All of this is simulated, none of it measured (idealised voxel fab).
Module name: voxel capacitor over wiring (process module)
Square cells of 5 nm make up the cross-section cut, whose width is 160 nm.
Format of a cross-section: grid, square cells. Given as bands. Order: top down. Band: one or more rows of cells.
Heads up on the band format: heights come first, top then bottom, in nm. After that it's the materials left to right, each with its width in nm. A single material flagged "full width" fills the whole band edge to edge, and "blank" means there's empty space there.
The level at which height equals 0 is the one under which the wafer, as it arrives, is entirely one material. No lower edge exists for the bottom band, which continues downward and is notated as in "0..down".
So if you see something like "30 to 40" for the width, read it as the top row of the band sitting at the first number and the bottom row at the second, with every row in between moving by the same amount as the last.
"nothing altered" -> step changed no cross-section cell.
If an empty space has no open way to the top and is at least 8 cells in size, "Closed void entries" lists it, written width x height at distance, where distance is measured from the left edge and every value is in nm.
On a step's line, text after the settings is the simulator commenting on that step.
The "overlay nm" setting may appear on a step's line; for a step that uses a mask, it gives how far to the right of its planned position the mask lay, and a negative value indicates the left.
Pairs follow: section before one process step, section after it down to the lowest changed band, step with settings underneath. Pairs may come from different runs of this module on the same starting wafer; continuity with the pair above only as stated in the "Pre-step section" entry.

-- Pre-step section
    0..down | Si full width
    Closed void entries: none

-- As Processed
    10..0 | SiO2 full width
    Whatever lies below 0 is exactly as it was before.
    Closed void entries: none
Link between the two cross-sections above: CONFORMAL_DEP,material SiO2,thk nm 10

Pre-step section: it's just the after picture from the pair right above this one.

-- As Processed
    15..10 | TiN full width
    Whatever lies below 10 is exactly as it was before.
    Closed void entries: none
Link between the two cross-sections above: DIRECTIONAL_DEP,material TiN,thk nm 5

Pre-step section: it's just the after picture from the pair right above this one.

-- As Processed
    35..15 | Ru full width
    Whatever lies below 15 is exactly as it was before.
    Closed void entries: none
Link between the two cross-sections above: DIRECTIONAL_DEP,material Ru,thk nm 20

Pre-step section: it's just the after picture from the pair right above this one.

-- As Processed
    50..35 | aC full width
    Whatever lies below 35 is exactly as it was before.
    Closed void entries: none
Link between the two cross-sections above: DIRECTIONAL_DEP,material aC,thk nm 15

Pre-step section: it's just the after picture from the pair right above this one.

-- As Processed
    85..50 | blank (30), resist (25), blank (50), resist (25), blank (30)
    Whatever lies below 50 is exactly as it was before.
    Closed void entries: none
Link between the two cross-sections above: PATTERN,tone cover,mask id METAL_1,material resist,width nm 25,pitch nm 75,thk nm 35,overlay nm 0

Pre-step section: it's just the after picture from the pair right above this one.

-- As Processed
    70..50 | blank (30), resist (25), blank (50), resist (25), blank (30)
    50..35 | blank (30), aC (25), blank (50), aC (25), blank (30)
    Whatever lies below 35 is exactly as it was before.
    Closed void entries: none
Link between the two cross-sections above: DIRECTIONAL_ETCH,etch materials aC,depth nm 15

Pre-step section: it's just the after picture from the pair right above this one.

-- As Processed
    50..35 | blank (30), aC (25), blank (50), aC (25), blank (30)
    Whatever lies below 35 is exactly as it was before.
    Closed void entries: none
Link between the two cross-sections above: STRIP,etch materials resist

Pre-step section: it's just the after picture from the pair right above this one.

-- As Processed
    50..35 | blank (30), aC (25), blank (50), aC (25), blank (30)
    35..15 | blank (30), Ru (25), blank (50), Ru (25), blank (30)
    Whatever lies below 15 is exactly as it was before.
    Closed void entries: none
Link between the two cross-sections above: DIRECTIONAL_ETCH,etch materials Ru,depth nm 20

Pre-step section: it's just the after picture from the pair right above this one.

-- As Processed
    50..35 | blank (30), aC (25), blank (50), aC (25), blank (30)
    35..15 | blank (30), Ru (25), blank (50), Ru (25), blank (30)
    15..10 | blank (30), TiN (25), blank (50), TiN (25), blank (30)
    Whatever lies below 10 is exactly as it was before.
    Closed void entries: none
Link between the two cross-sections above: DIRECTIONAL_ETCH,etch materials TiN,depth nm 5

Pre-step section: it's just the after picture from the pair right above this one.

-- As Processed
    35..15 | blank (30), Ru (25), blank (50), Ru (25), blank (30)
    Whatever lies below 15 is exactly as it was before.
    Closed void entries: none
Link between the two cross-sections above: STRIP,etch materials aC

Pre-step section: it's just the after picture from the pair right above this one.

-- As Processed
    40..35 | lowk full width
    35..15 | lowk (30), Ru (25), lowk (50), Ru (25), lowk (30)
    15..10 | lowk (30), TiN (25), lowk (50), TiN (25), lowk (30)
    Whatever lies below 10 is exactly as it was before.
    Closed void entries: none
Link between the two cross-sections above: FILL_DEP,material lowk,thk nm 5

Pre-step section: it's just the after picture from the pair right above this one.

-- As Processed
    35..15 | lowk (30), Ru (25), lowk (50), Ru (25), lowk (30)
    Whatever lies below 15 is exactly as it was before.
    Closed void entries: none
Link between the two cross-sections above: CMP,height nm 35

Pre-step section: it's just the after picture from the pair right above this one.

-- As Processed
    40..35 | SiCN full width
    Whatever lies below 35 is exactly as it was before.
    Closed void entries: none
Link between the two cross-sections above: CONFORMAL_DEP,material SiCN,thk nm 5

Pre-step section: it's just the after picture from the pair right above this one.

-- As Processed
    50..40 | SiO2 full width
    Whatever lies below 40 is exactly as it was before.
    Closed void entries: none
Link between the two cross-sections above: DIRECTIONAL_DEP,material SiO2,thk nm 10

Pre-step section: it's just the after picture from the pair right above this one.

-- As Processed
    60..50 | aC full width
    Whatever lies below 50 is exactly as it was before.
    Closed void entries: none
Link between the two cross-sections above: DIRECTIONAL_DEP,material aC,thk nm 10

Pre-step section: it's just the after picture from the pair right above this one.

-- As Processed
    90..60 | resist (40), blank (15), resist (105)
    Whatever lies below 60 is exactly as it was before.
    Closed void entries: none
Link between the two cross-sections above: PATTERN,tone open,mask id PLUG_1,material resist,width nm 15,thk nm 30,overlay nm 0

Pre-step section: it's just the after picture from the pair right above this one.

-- As Processed
    80..60 | resist (40), blank (15), resist (105)
    60..50 | aC (40), blank (15), aC (105)
    Whatever lies below 50 is exactly as it was before.
    Closed void entries: none
Link between the two cross-sections above: DIRECTIONAL_ETCH,etch materials aC,depth nm 10

Pre-step section: it's just the after picture from the pair right above this one.

-- As Processed
    60..50 | aC (40), blank (15), aC (105)
    Whatever lies below 50 is exactly as it was before.
    Closed void entries: none
Link between the two cross-sections above: STRIP,etch materials resist

Pre-step section: it's just the after picture from the pair right above this one.

-- As Processed
    60..50 | aC (40), blank (15), aC (105)
    50..40 | SiO2 (40), blank (15), SiO2 (105)
    Whatever lies below 40 is exactly as it was before.
    Closed void entries: none
Link between the two cross-sections above: DIRECTIONAL_ETCH,etch materials SiO2,depth nm 10

Pre-step section: it's just the after picture from the pair right above this one.

-- As Processed
    60..50 | aC (40), blank (15), aC (105)
    50..40 | SiO2 (40), blank (15), SiO2 (105)
    40..35 | SiCN (40), blank (15), SiCN (105)
    Whatever lies below 35 is exactly as it was before.
    Closed void entries: none
Link between the two cross-sections above: DIRECTIONAL_ETCH,etch materials SiCN,depth nm 5

Pre-step section: it's just the after picture from the pair right above this one.

-- As Processed
    50..40 | SiO2 (40), blank (15), SiO2 (105)
    Whatever lies below 40 is exactly as it was before.
    Closed void entries: none
Link between the two cross-sections above: STRIP,etch materials aC

Pre-step section: it's just the after picture from the pair right above this one.

-- As Processed
    55..50 | TiN (45), blank (5), TiN (110)
    50..40 | SiO2 (40), TiN (5), blank (5), TiN (5), SiO2 (105)
    40..35 | SiCN (40), TiN (15), SiCN (105)
    Whatever lies below 35 is exactly as it was before.
    Closed void entries: none
Link between the two cross-sections above: CONFORMAL_DEP,material TiN,thk nm 5

Pre-step section: it's just the after picture from the pair right above this one.

-- As Processed
    60..55 | Ru full width
    55..50 | TiN (45), Ru (5), TiN (110)
    50..40 | SiO2 (40), TiN (5), Ru (5), TiN (5), SiO2 (105)
    Whatever lies below 40 is exactly as it was before.
    Closed void entries: none
Link between the two cross-sections above: FILL_DEP,material Ru,thk nm 5

Pre-step section: it's just the after picture from the pair right above this one.

-- As Processed
    50..40 | SiO2 (40), TiN (5), Ru (5), TiN (5), SiO2 (105)
    Whatever lies below 40 is exactly as it was before.
    Closed void entries: none
Link between the two cross-sections above: CMP,height nm 50

Pre-step section: it's just the after picture from the pair right above this one.

-- As Processed
    60..50 | TiN full width
    Whatever lies below 50 is exactly as it was before.
    Closed void entries: none
Link between the two cross-sections above: DIRECTIONAL_DEP,material TiN,thk nm 10

Pre-step section: it's just the after picture from the pair right above this one.

-- As Processed
    65..60 | HfO2 full width
    Whatever lies below 60 is exactly as it was before.
    Closed void entries: none
Link between the two cross-sections above: DIRECTIONAL_DEP,material HfO2,thk nm 5

Pre-step section: it's just the after picture from the pair right above this one.

-- As Processed
    75..65 | TiN full width
    Whatever lies below 65 is exactly as it was before.
    Closed void entries: none
Link between the two cross-sections above: DIRECTIONAL_DEP,material TiN,thk nm 10

Pre-step section: it's just the after picture from the pair right above this one.

-- As Processed
    75..65 | blank (40), TiN (55), blank (65)
    Whatever lies below 65 is exactly as it was before.
    Closed void entries: none
Link between the two cross-sections above: MASKED_ETCH,tone cover,mask id UPPER_PLATE,width nm 55,etch materials TiN,depth nm 10,overlay nm 0

Pre-step section: it's just the after picture from the pair right above this one.

-- As Processed
    75..65 | blank (40), TiN (55), blank (65)
    65..60 | blank (40), HfO2 (55), blank (65)
    Whatever lies below 60 is exactly as it was before.
    Closed void entries: none
Link between the two cross-sections above: MASKED_ETCH,tone cover,mask id UPPER_PLATE,width nm 55,etch materials HfO2,depth nm 5,overlay nm 0

Pre-step section: it's just the after picture from the pair right above this one.

-- As Processed
    95..75 | blank (35), resist (65), blank (60)
    75..65 | blank (35), resist (5), TiN (55), resist (5), blank (60)
    65..60 | blank (35), resist (5), HfO2 (55), resist (5), blank (60)
    Whatever lies below 60 is exactly as it was before.
    Closed void entries: none
Link between the two cross-sections above: PATTERN,tone cover,mask id LOWER_PLATE,material resist,width nm 65,thk nm 20,overlay nm 0

Pre-step section: it's just the after picture from the pair right above this one.

-- As Processed
    95..75 | blank (35), resist (65), blank (60)
    75..65 | blank (35), resist (5), TiN (55), resist (5), blank (60)
    65..60 | blank (35), resist (5), HfO2 (55), resist (5), blank (60)
    60..50 | blank (35), TiN (65), blank (60)
    Whatever lies below 50 is exactly as it was before.
    Closed void entries: none
Link between the two cross-sections above: DIRECTIONAL_ETCH,etch materials TiN,depth nm 10

Pre-step section: it's just the after picture from the pair right above this one.

-- As Processed
    75..65 | blank (40), TiN (55), blank (65)
    65..60 | blank (40), HfO2 (55), blank (65)
    Whatever lies below 60 is exactly as it was before.
    Closed void entries: none
Link between the two cross-sections above: STRIP,etch materials resist

Pre-step section: it's just the after picture from the pair right above this one.

-- As Processed
    95..75 | SiO2 full width
    75..65 | SiO2 (40), TiN (55), SiO2 (65)
    65..60 | SiO2 (40), HfO2 (55), SiO2 (65)
    60..50 | SiO2 (35), TiN (65), SiO2 (60)
    Whatever lies below 50 is exactly as it was before.
    Closed void entries: none
Link between the two cross-sections above: FILL_DEP,material SiO2,thk nm 20

Pre-step section: it's just the after picture from the pair right above this one.

-- As Processed
    90..75 | SiO2 full width
    Whatever lies below 75 is exactly as it was before.
    Closed void entries: none
Link between the two cross-sections above: CMP,height nm 90

Pre-step section: it's just the after picture from the pair right above this one.

-- As Processed
    110..90 | resist (50), blank (15), resist (95)
    Whatever lies below 90 is exactly as it was before.
    Closed void entries: none
Link between the two cross-sections above: PATTERN,tone open,mask id PLUG_2,material resist,width nm 15,thk nm 20,overlay nm 0

Pre-step section: it's just the after picture from the pair right above this one.

-- As Processed
    110..90 | resist (50), blank (15), resist (95)
    90..75 | SiO2 (50), blank (15), SiO2 (95)
    Whatever lies below 75 is exactly as it was before.
    Closed void entries: none
Link between the two cross-sections above: DIRECTIONAL_ETCH,etch materials SiO2,depth nm 15

Pre-step section: it's just the after picture from the pair right above this one.

-- As Processed
    90..75 | SiO2 (50), blank (15), SiO2 (95)
    Whatever lies below 75 is exactly as it was before.
    Closed void entries: none
Link between the two cross-sections above: STRIP,etch materials resist

Pre-step section: it's just the after picture from the pair right above this one.

-- As Processed
    95..90 | TiN (55), blank (5), TiN (100)
    90..80 | SiO2 (50), TiN (5), blank (5), TiN (5), SiO2 (95)
    80..75 | SiO2 (50), TiN (15), SiO2 (95)
    Whatever lies below 75 is exactly as it was before.
    Closed void entries: none
Link between the two cross-sections above: CONFORMAL_DEP,material TiN,thk nm 5

Pre-step section: it's just the after picture from the pair right above this one.

-- As Processed
    100..95 | W full width
    95..90 | TiN (55), W (5), TiN (100)
    90..80 | SiO2 (50), TiN (5), W (5), TiN (5), SiO2 (95)
    Whatever lies below 80 is exactly as it was before.
    Closed void entries: none
Link between the two cross-sections above: FILL_DEP,material W,thk nm 5

Pre-step section: it's just the after picture from the pair right above this one.

-- As Processed
    90..80 | SiO2 (50), TiN (5), W (5), TiN (5), SiO2 (95)
    Whatever lies below 80 is exactly as it was before.
    Closed void entries: none
Link between the two cross-sections above: CMP,height nm 90

Pre-step section: it's just the after picture from the pair right above this one.

-- As Processed
    95..90 | SiN full width
    Whatever lies below 90 is exactly as it was before.
    Closed void entries: none
Link between the two cross-sections above: CONFORMAL_DEP,material SiN,thk nm 5

-- Pre-step section
    60..50 | TiN full width
    50..40 | SiO2 (40), TiN (5), Ru (5), TiN (5), SiO2 (105)
    40..35 | SiCN (40), TiN (15), SiCN (105)
    35..15 | lowk (30), Ru (25), lowk (50), Ru (25), lowk (30)
    15..10 | lowk (30), TiN (25), lowk (50), TiN (25), lowk (30)
    10..0 | SiO2 full width
    0..down | Si full width
    Closed void entries: none

-- As Processed
    70..50 | TiN full width
    Whatever lies below 50 is exactly as it was before.
    Closed void entries: none
Link between the two cross-sections above: DIRECTIONAL_DEP,material TiN,thk nm 10

Pre-step section: it's just the after picture from the pair right above this one.

-- As Processed
    70..60 | blank (40), TiN (55), blank (65)
    Whatever lies below 60 is exactly as it was before.
    Closed void entries: none
Link between the two cross-sections above: MASKED_ETCH,tone cover,mask id UPPER_PLATE,width nm 55,etch materials TiN,depth nm 10,overlay nm 0

Pre-step section: it's just the after picture from the pair right above this one.

-- As Processed
    90..70 | blank (35), resist (65), blank (60)
    70..60 | blank (35), resist (5), TiN (55), resist (5), blank (60)
    Whatever lies below 60 is exactly as it was before.
    Closed void entries: none
Link between the two cross-sections above: PATTERN,tone cover,mask id LOWER_PLATE,material resist,width nm 65,thk nm 20,overlay nm 0

Pre-step section: it's just the after picture from the pair right above this one.

-- As Processed
    90..70 | blank (35), resist (65), blank (60)
    70..60 | blank (35), resist (5), TiN (55), resist (5), blank (60)
    60..50 | blank (35), TiN (65), blank (60)
    Whatever lies below 50 is exactly as it was before.
    Closed void entries: none
Link between the two cross-sections above: DIRECTIONAL_ETCH,etch materials TiN,depth nm 10

Pre-step section: it's just the after picture from the pair right above this one.

-- As Processed
    70..60 | blank (40), TiN (55), blank (65)
    Whatever lies below 60 is exactly as it was before.
    Closed void entries: none
Link between the two cross-sections above: STRIP,etch materials resist

Pre-step section: it's just the after picture from the pair right above this one.

-- As Processed
    90..70 | SiO2 full width
    70..60 | SiO2 (40), TiN (55), SiO2 (65)
    60..50 | SiO2 (35), TiN (65), SiO2 (60)
    Whatever lies below 50 is exactly as it was before.
    Closed void entries: none
Link between the two cross-sections above: FILL_DEP,material SiO2,thk nm 20

Pre-step section: it's just the after picture from the pair right above this one.

-- As Processed
    110..90 | resist (50), blank (15), resist (95)
    Whatever lies below 90 is exactly as it was before.
    Closed void entries: none
Link between the two cross-sections above: PATTERN,tone open,mask id PLUG_2,material resist,width nm 15,thk nm 20,overlay nm 0

Pre-step section: it's just the after picture from the pair right above this one.

-- As Processed
    110..90 | resist (50), blank (15), resist (95)
    90..75 | SiO2 (50), blank (15), SiO2 (95)
    Whatever lies below 75 is exactly as it was before.
    Closed void entries: none
Link between the two cross-sections above: DIRECTIONAL_ETCH,etch materials SiO2,depth nm 15

Pre-step section: it's just the after picture from the pair right above this one.

-- As Processed
    90..75 | SiO2 (50), blank (15), SiO2 (95)
    Whatever lies below 75 is exactly as it was before.
    Closed void entries: none
Link between the two cross-sections above: STRIP,etch materials resist

Pre-step section: it's just the after picture from the pair right above this one.

-- As Processed
    95..90 | TiN (55), blank (5), TiN (100)
    90..80 | SiO2 (50), TiN (5), blank (5), TiN (5), SiO2 (95)
    80..75 | SiO2 (50), TiN (15), SiO2 (95)
    Whatever lies below 75 is exactly as it was before.
    Closed void entries: none
Link between the two cross-sections above: CONFORMAL_DEP,material TiN,thk nm 5

Pre-step section: it's just the after picture from the pair right above this one.

-- As Processed
    100..95 | W full width
    95..90 | TiN (55), W (5), TiN (100)
    90..80 | SiO2 (50), TiN (5), W (5), TiN (5), SiO2 (95)
    Whatever lies below 80 is exactly as it was before.
    Closed void entries: none
Link between the two cross-sections above: FILL_DEP,material W,thk nm 5

Pre-step section: it's just the after picture from the pair right above this one.

-- As Processed
    90..80 | SiO2 (50), TiN (5), W (5), TiN (5), SiO2 (95)
    Whatever lies below 80 is exactly as it was before.
    Closed void entries: none
Link between the two cross-sections above: CMP,height nm 90

Pre-step section: it's just the after picture from the pair right above this one.

-- As Processed
    95..90 | SiN full width
    Whatever lies below 90 is exactly as it was before.
    Closed void entries: none
Link between the two cross-sections above: CONFORMAL_DEP,material SiN,thk nm 5

-- Pre-step section
    10..0 | SiO2 full width
    0..down | Si full width
    Closed void entries: none

-- As Processed
    30..10 | Ru full width
    Whatever lies below 10 is exactly as it was before.
    Closed void entries: none
Link between the two cross-sections above: DIRECTIONAL_DEP,material Ru,thk nm 20

Pre-step section: it's just the after picture from the pair right above this one.

-- As Processed
    35..30 | TiN full width
    Whatever lies below 30 is exactly as it was before.
    Closed void entries: none
Link between the two cross-sections above: DIRECTIONAL_DEP,material TiN,thk nm 5

Pre-step section: it's just the after picture from the pair right above this one.

-- As Processed
    50..35 | aC full width
    Whatever lies below 35 is exactly as it was before.
    Closed void entries: none
Link between the two cross-sections above: DIRECTIONAL_DEP,material aC,thk nm 15

Pre-step section: it's just the after picture from the pair right above this one.

-- As Processed
    85..50 | blank (30), resist (25), blank (50), resist (25), blank (30)
    Whatever lies below 50 is exactly as it was before.
    Closed void entries: none
Link between the two cross-sections above: PATTERN,tone cover,mask id METAL_1,material resist,width nm 25,pitch nm 75,thk nm 35,overlay nm 0

Pre-step section: it's just the after picture from the pair right above this one.

-- As Processed
    70..50 | blank (30), resist (25), blank (50), resist (25), blank (30)
    50..35 | blank (30), aC (25), blank (50), aC (25), blank (30)
    Whatever lies below 35 is exactly as it was before.
    Closed void entries: none
Link between the two cross-sections above: DIRECTIONAL_ETCH,etch materials aC,depth nm 15

Pre-step section: it's just the after picture from the pair right above this one.

-- As Processed
    50..35 | blank (30), aC (25), blank (50), aC (25), blank (30)
    Whatever lies below 35 is exactly as it was before.
    Closed void entries: none
Link between the two cross-sections above: STRIP,etch materials resist

Pre-step section: it's just the after picture from the pair right above this one.

-- As Processed
    50..35 | blank (30), aC (25), blank (50), aC (25), blank (30)
    35..30 | blank (30), TiN (25), blank (50), TiN (25), blank (30)
    Whatever lies below 30 is exactly as it was before.
    Closed void entries: none
Link between the two cross-sections above: DIRECTIONAL_ETCH,etch materials TiN,depth nm 5

Pre-step section: it's just the after picture from the pair right above this one.

-- As Processed
    35..30 | blank (30), TiN (25), blank (50), TiN (25), blank (30)
    Whatever lies below 30 is exactly as it was before.
    Closed void entries: none
Link between the two cross-sections above: STRIP,etch materials aC

Pre-step section: it's just the after picture from the pair right above this one.

-- As Processed
    40..35 | lowk full width
    35..30 | lowk (30), TiN (25), lowk (50), TiN (25), lowk (30)
    Whatever lies below 30 is exactly as it was before.
    Closed void entries: none
Link between the two cross-sections above: FILL_DEP,material lowk,thk nm 5

Pre-step section: it's just the after picture from the pair right above this one.

-- As Processed
    35..30 | lowk (30), TiN (25), lowk (50), TiN (25), lowk (30)
    Whatever lies below 30 is exactly as it was before.
    Closed void entries: none
Link between the two cross-sections above: CMP,height nm 35

Pre-step section: it's just the after picture from the pair right above this one.

-- As Processed
    40..35 | SiCN full width
    Whatever lies below 35 is exactly as it was before.
    Closed void entries: none
Link between the two cross-sections above: CONFORMAL_DEP,material SiCN,thk nm 5

Pre-step section: it's just the after picture from the pair right above this one.

-- As Processed
    50..40 | SiO2 full width
    Whatever lies below 40 is exactly as it was before.
    Closed void entries: none
Link between the two cross-sections above: DIRECTIONAL_DEP,material SiO2,thk nm 10

Pre-step section: it's just the after picture from the pair right above this one.

-- As Processed
    60..50 | aC full width
    Whatever lies below 50 is exactly as it was before.
    Closed void entries: none
Link between the two cross-sections above: DIRECTIONAL_DEP,material aC,thk nm 10

Pre-step section: it's just the after picture from the pair right above this one.

-- As Processed
    90..60 | resist (40), blank (15), resist (105)
    Whatever lies below 60 is exactly as it was before.
    Closed void entries: none
Link between the two cross-sections above: PATTERN,tone open,mask id PLUG_1,material resist,width nm 15,thk nm 30,overlay nm 0

Pre-step section: it's just the after picture from the pair right above this one.

-- As Processed
    80..60 | resist (40), blank (15), resist (105)
    60..50 | aC (40), blank (15), aC (105)
    Whatever lies below 50 is exactly as it was before.
    Closed void entries: none
Link between the two cross-sections above: DIRECTIONAL_ETCH,etch materials aC,depth nm 10

Pre-step section: it's just the after picture from the pair right above this one.

-- As Processed
    60..50 | aC (40), blank (15), aC (105)
    Whatever lies below 50 is exactly as it was before.
    Closed void entries: none
Link between the two cross-sections above: STRIP,etch materials resist

Pre-step section: it's just the after picture from the pair right above this one.

-- As Processed
    60..50 | aC (40), blank (15), aC (105)
    50..40 | SiO2 (40), blank (15), SiO2 (105)
    Whatever lies below 40 is exactly as it was before.
    Closed void entries: none
Link between the two cross-sections above: DIRECTIONAL_ETCH,etch materials SiO2,depth nm 10

Pre-step section: it's just the after picture from the pair right above this one.

-- As Processed
    60..50 | aC (40), blank (15), aC (105)
    50..40 | SiO2 (40), blank (15), SiO2 (105)
    40..35 | SiCN (40), blank (15), SiCN (105)
    Whatever lies below 35 is exactly as it was before.
    Closed void entries: none
Link between the two cross-sections above: DIRECTIONAL_ETCH,etch materials SiCN,depth nm 5

Pre-step section: it's just the after picture from the pair right above this one.

-- As Processed
    50..40 | SiO2 (40), blank (15), SiO2 (105)
    Whatever lies below 40 is exactly as it was before.
    Closed void entries: none
Link between the two cross-sections above: STRIP,etch materials aC

Pre-step section: it's just the after picture from the pair right above this one.

-- As Processed
    55..50 | TiN (45), blank (5), TiN (110)
    50..40 | SiO2 (40), TiN (5), blank (5), TiN (5), SiO2 (105)
    40..35 | SiCN (40), TiN (15), SiCN (105)
    Whatever lies below 35 is exactly as it was before.
    Closed void entries: none
Link between the two cross-sections above: CONFORMAL_DEP,material TiN,thk nm 5

Pre-step section: it's just the after picture from the pair right above this one.

-- As Processed
    60..55 | Ru full width
    55..50 | TiN (45), Ru (5), TiN (110)
    50..40 | SiO2 (40), TiN (5), Ru (5), TiN (5), SiO2 (105)
    Whatever lies below 40 is exactly as it was before.
    Closed void entries: none
Link between the two cross-sections above: FILL_DEP,material Ru,thk nm 5

Pre-step section: it's just the after picture from the pair right above this one.

-- As Processed
    50..40 | SiO2 (40), TiN (5), Ru (5), TiN (5), SiO2 (105)
    Whatever lies below 40 is exactly as it was before.
    Closed void entries: none
Link between the two cross-sections above: CMP,height nm 50

Pre-step section: it's just the after picture from the pair right above this one.

-- As Processed
    60..50 | TiN full width
    Whatever lies below 50 is exactly as it was before.
    Closed void entries: none
Link between the two cross-sections above: DIRECTIONAL_DEP,material TiN,thk nm 10

Pre-step section: it's just the after picture from the pair right above this one.

-- As Processed
    65..60 | HfO2 full width
    Whatever lies below 60 is exactly as it was before.
    Closed void entries: none
Link between the two cross-sections above: DIRECTIONAL_DEP,material HfO2,thk nm 5

Pre-step section: it's just the after picture from the pair right above this one.

-- As Processed
    75..65 | TiN full width
    Whatever lies below 65 is exactly as it was before.
    Closed void entries: none
Link between the two cross-sections above: DIRECTIONAL_DEP,material TiN,thk nm 10

Pre-step section: it's just the after picture from the pair right above this one.

-- As Processed
    75..65 | blank (40), TiN (55), blank (65)
    Whatever lies below 65 is exactly as it was before.
    Closed void entries: none
Link between the two cross-sections above: MASKED_ETCH,tone cover,mask id UPPER_PLATE,width nm 55,etch materials TiN,depth nm 10,overlay nm 0

Pre-step section: it's just the after picture from the pair right above this one.

-- As Processed
    75..65 | blank (40), TiN (55), blank (65)
    65..60 | blank (40), HfO2 (55), blank (65)
    Whatever lies below 60 is exactly as it was before.
    Closed void entries: none
Link between the two cross-sections above: MASKED_ETCH,tone cover,mask id UPPER_PLATE,width nm 55,etch materials HfO2,depth nm 5,overlay nm 0

Pre-step section: it's just the after picture from the pair right above this one.

-- As Processed
    95..75 | blank (35), resist (65), blank (60)
    75..65 | blank (35), resist (5), TiN (55), resist (5), blank (60)
    65..60 | blank (35), resist (5), HfO2 (55), resist (5), blank (60)
    Whatever lies below 60 is exactly as it was before.
    Closed void entries: none
Link between the two cross-sections above: PATTERN,tone cover,mask id LOWER_PLATE,material resist,width nm 65,thk nm 20,overlay nm 0

Pre-step section: it's just the after picture from the pair right above this one.

-- As Processed
    95..75 | blank (35), resist (65), blank (60)
    75..65 | blank (35), resist (5), TiN (55), resist (5), blank (60)
    65..60 | blank (35), resist (5), HfO2 (55), resist (5), blank (60)
    60..50 | blank (35), TiN (65), blank (60)
    Whatever lies below 50 is exactly as it was before.
    Closed void entries: none
Link between the two cross-sections above: DIRECTIONAL_ETCH,etch materials TiN,depth nm 10

Pre-step section: it's just the after picture from the pair right above this one.

-- As Processed
    75..65 | blank (40), TiN (55), blank (65)
    65..60 | blank (40), HfO2 (55), blank (65)
    Whatever lies below 60 is exactly as it was before.
    Closed void entries: none
Link between the two cross-sections above: STRIP,etch materials resist

Pre-step section: it's just the after picture from the pair right above this one.

-- As Processed
    95..75 | SiO2 full width
    75..65 | SiO2 (40), TiN (55), SiO2 (65)
    65..60 | SiO2 (40), HfO2 (55), SiO2 (65)
    60..50 | SiO2 (35), TiN (65), SiO2 (60)
    Whatever lies below 50 is exactly as it was before.
    Closed void entries: none
Link between the two cross-sections above: FILL_DEP,material SiO2,thk nm 20

Pre-step section: it's just the after picture from the pair right above this one.

-- As Processed
    90..75 | SiO2 full width
    Whatever lies below 75 is exactly as it was before.
    Closed void entries: none
Link between the two cross-sections above: CMP,height nm 90

Pre-step section: it's just the after picture from the pair right above this one.

-- As Processed
    110..90 | resist (50), blank (15), resist (95)
    Whatever lies below 90 is exactly as it was before.
    Closed void entries: none
Link between the two cross-sections above: PATTERN,tone open,mask id PLUG_2,material resist,width nm 15,thk nm 20,overlay nm 0

Pre-step section: it's just the after picture from the pair right above this one.

-- As Processed
    110..90 | resist (50), blank (15), resist (95)
    90..75 | SiO2 (50), blank (15), SiO2 (95)
    Whatever lies below 75 is exactly as it was before.
    Closed void entries: none
Link between the two cross-sections above: DIRECTIONAL_ETCH,etch materials SiO2,depth nm 15

Pre-step section: it's just the after picture from the pair right above this one.

-- As Processed
    90..75 | SiO2 (50), blank (15), SiO2 (95)
    Whatever lies below 75 is exactly as it was before.
    Closed void entries: none
Link between the two cross-sections above: STRIP,etch materials resist

Pre-step section: it's just the after picture from the pair right above this one.

-- As Processed
    95..90 | TiN (55), blank (5), TiN (100)
    90..80 | SiO2 (50), TiN (5), blank (5), TiN (5), SiO2 (95)
    80..75 | SiO2 (50), TiN (15), SiO2 (95)
    Whatever lies below 75 is exactly as it was before.
    Closed void entries: none
Link between the two cross-sections above: CONFORMAL_DEP,material TiN,thk nm 5

Pre-step section: it's just the after picture from the pair right above this one.

-- As Processed
    100..95 | W full width
    95..90 | TiN (55), W (5), TiN (100)
    90..80 | SiO2 (50), TiN (5), W (5), TiN (5), SiO2 (95)
    Whatever lies below 80 is exactly as it was before.
    Closed void entries: none
Link between the two cross-sections above: FILL_DEP,material W,thk nm 5

Pre-step section: it's just the after picture from the pair right above this one.

-- As Processed
    90..80 | SiO2 (50), TiN (5), W (5), TiN (5), SiO2 (95)
    Whatever lies below 80 is exactly as it was before.
    Closed void entries: none
Link between the two cross-sections above: CMP,height nm 90

Pre-step section: it's just the after picture from the pair right above this one.

-- As Processed
    95..90 | SiN full width
    Whatever lies below 90 is exactly as it was before.
    Closed void entries: none
Link between the two cross-sections above: CONFORMAL_DEP,material SiN,thk nm 5

-- Pre-step section
    110..90 | resist (50), blank (15), resist (95)
    90..75 | SiO2 full width
    75..65 | SiO2 (40), TiN (55), SiO2 (65)
    65..60 | SiO2 (40), HfO2 (55), SiO2 (65)
    60..50 | SiO2 (35), TiN (65), SiO2 (60)
    50..40 | SiO2 (40), TiN (5), Ru (5), TiN (5), SiO2 (105)
    40..35 | SiCN (40), TiN (15), SiCN (105)
    35..15 | lowk (30), Ru (25), lowk (50), Ru (25), lowk (30)
    15..10 | lowk (30), TiN (25), lowk (50), TiN (25), lowk (30)
    10..0 | SiO2 full width
    0..down | Si full width
    Closed void entries: none

-- As Processed
    110..90 | resist (50), blank (15), resist (95)
    90..85 | SiO2 (50), blank (15), SiO2 (95)
    Whatever lies below 85 is exactly as it was before.
    Closed void entries: none
Link between the two cross-sections above: DIRECTIONAL_ETCH,etch materials SiO2,depth nm 5

Pre-step section: it's just the after picture from the pair right above this one.

-- As Processed
    90..85 | SiO2 (50), blank (15), SiO2 (95)
    Whatever lies below 85 is exactly as it was before.
    Closed void entries: none
Link between the two cross-sections above: STRIP,etch materials resist

Pre-step section: it's just the after picture from the pair right above this one.

-- As Processed
    95..90 | TiN (55), blank (5), TiN (100)
    90..85 | SiO2 (50), TiN (15), SiO2 (95)
    Whatever lies below 85 is exactly as it was before.
    Closed void entries: none
Link between the two cross-sections above: CONFORMAL_DEP,material TiN,thk nm 5

Pre-step section: it's just the after picture from the pair right above this one.

-- As Processed
    100..95 | W full width
    95..90 | TiN (55), W (5), TiN (100)
    Whatever lies below 90 is exactly as it was before.
    Closed void entries: none
Link between the two cross-sections above: FILL_DEP,material W,thk nm 5

Pre-step section: it's just the after picture from the pair right above this one.

-- As Processed
    90..85 | SiO2 (50), TiN (15), SiO2 (95)
    Whatever lies below 85 is exactly as it was before.
    Closed void entries: none
Link between the two cross-sections above: CMP,height nm 90

Pre-step section: it's just the after picture from the pair right above this one.

-- As Processed
    95..90 | SiN full width
    Whatever lies below 90 is exactly as it was before.
    Closed void entries: none
Link between the two cross-sections above: CONFORMAL_DEP,material SiN,thk nm 5
